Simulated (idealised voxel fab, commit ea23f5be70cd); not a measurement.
The document below concerns the process module designated voxel ribs on slabs.
Square cells of 5 nm make up the cross-section cut, whose width is 145 nm.
Format of a cross-section: grid, square cells. Given as bands. Order: top down. Band: one or more rows of cells.
Heads up on the band format: heights come first, top then bottom, in nm. After that it's the materials left to right, each with its width in nm. A single material flagged "full width" fills the whole band edge to edge, and "air" means there's empty space there.
Ref level 0: as-received wafer is one material below here. Bottom band extends down with no lower bound ("0 -> down").
A width given as "30->40" starts at the first number in the band's top row and ends at the second number in its bottom row, shifting by an equal amount at every step from row to row.
Step note "nothing changed" = no cross-section cell changed.
Closed void list: empty space of 8 cells or more with no open way to the top, each as width x height at its distance from the left edge, in nm
Whatever follows a step's settings on its line is a remark the simulator itself makes about that step.
The "overlay nm" setting may appear on a step's line; for a step that uses a mask, it gives how far to the right of its planned position the mask lay, and a negative value indicates the left.
INTENDED PROCESS STEPS
1: RECEIVE | material Si
2: DIRECTIONAL_DEP | material SiO2 | thk nm 30
3: DIRECTIONAL_DEP | material polySi | thk nm 15
4: MASKED_ETCH | tone cover | mask id RIB | width nm 25 | etch materials polySi | depth nm 5 | overlay nm 0
5: PATTERN | tone cover | mask id SLAB | material resist | width nm 65 | thk nm 20 | overlay nm -15
6: DIRECTIONAL_ETCH | etch materials polySi | depth nm 10
7: STRIP | etch materials resist
8: FILL_DEP | material SiO2 | thk nm 30
9: CMP | height nm 65
10: DIRECTIONAL_DEP | material TiN | thk nm 10
11: PATTERN | tone cover | mask id HEATER | material resist | width nm 35 | thk nm 15 | overlay nm 0
12: DIRECTIONAL_ETCH | etch materials TiN | depth nm 10
13: STRIP | etch materials resist
14: CONFORMAL_DEP | material SiO2 | thk nm 5
The plan shows the overlay nm of step 5 as the first wafer had it; this setting differs between the wafers, which start out alike.
THE AS-RECEIVED CROSS-SECTION OF THE FIRST OF SEVERAL WAFERS CORRESPONDS TO THE STATE AFTER STEP 1
  0 -> down = Si full width
  Closed void list: none
CROSS-SECTION OF THE FIRST OF SEVERAL WAFERS ONCE THE MODULE HAS RUN THROUGH ITS LAST STEP, STEP 14
  80 -> 75 = 50 of air, 45 of SiO2, 50 of air
  75 -> 70 = 50 of air, 5 of SiO2, 35 of TiN, 5 of SiO2, 50 of air
  70 -> 65 = 55 of SiO2, 35 of TiN, 55 of SiO2
  65 -> 45 = SiO2 full width
  45 -> 40 = 60 of SiO2, 25 of polySi, 60 of SiO2
  40 -> 30 = 25 of SiO2, 65 of polySi, 55 of SiO2
  30 -> 0 = SiO2 full width
  0 -> down = Si full width
  Closed void list: none
CROSS-SECTION OF THE LAST WAFER AT END OF MODULE
  80 -> 75 = 50 of air, 45 of SiO2, 50 of air
  75 -> 70 = 50 of air, 5 of SiO2, 35 of TiN, 5 of SiO2, 50 of air
  70 -> 65 = 55 of SiO2, 35 of TiN, 55 of SiO2
  65 -> 45 = SiO2 full width
  45 -> 40 = 60 of SiO2, 25 of polySi, 60 of SiO2
  40 -> 30 = 55 of SiO2, 65 of polySi, 25 of SiO2
  30 -> 0 = SiO2 full width
  0 -> down = Si full width
  Closed void list: none
HERE IS HOW TO READ THE ROWS: EVERY WAFER HAS A ROW, AND IT SHOWS THE WAFER AT THE END OF THE MODULE, GIVING FOR EACH MATERIAL HOW MANY CELLS WERE GAINED (+) OR LOST (-) SINCE THE WAFER WAS RECEIVED, THEN LISTING ITS CLOSED VOIDS
overlay nm -15 | +379 SiO2 | +14 TiN | +31 polySi | Closed void list: none
overlay nm -10 | +379 SiO2 | +14 TiN | +31 polySi | Closed void list: none
overlay nm -5 | +379 SiO2 | +14 TiN | +31 polySi | Closed void list: none
overlay nm 0 | +379 SiO2 | +14 TiN | +31 polySi | Closed void list: none
overlay nm 5 | +379 SiO2 | +14 TiN | +31 polySi | Closed void list: none
overlay nm 10 | +379 SiO2 | +14 TiN | +31 polySi | Closed void list: none
overlay nm 15 | +379 SiO2 | +14 TiN | +31 polySi | Closed void list: none
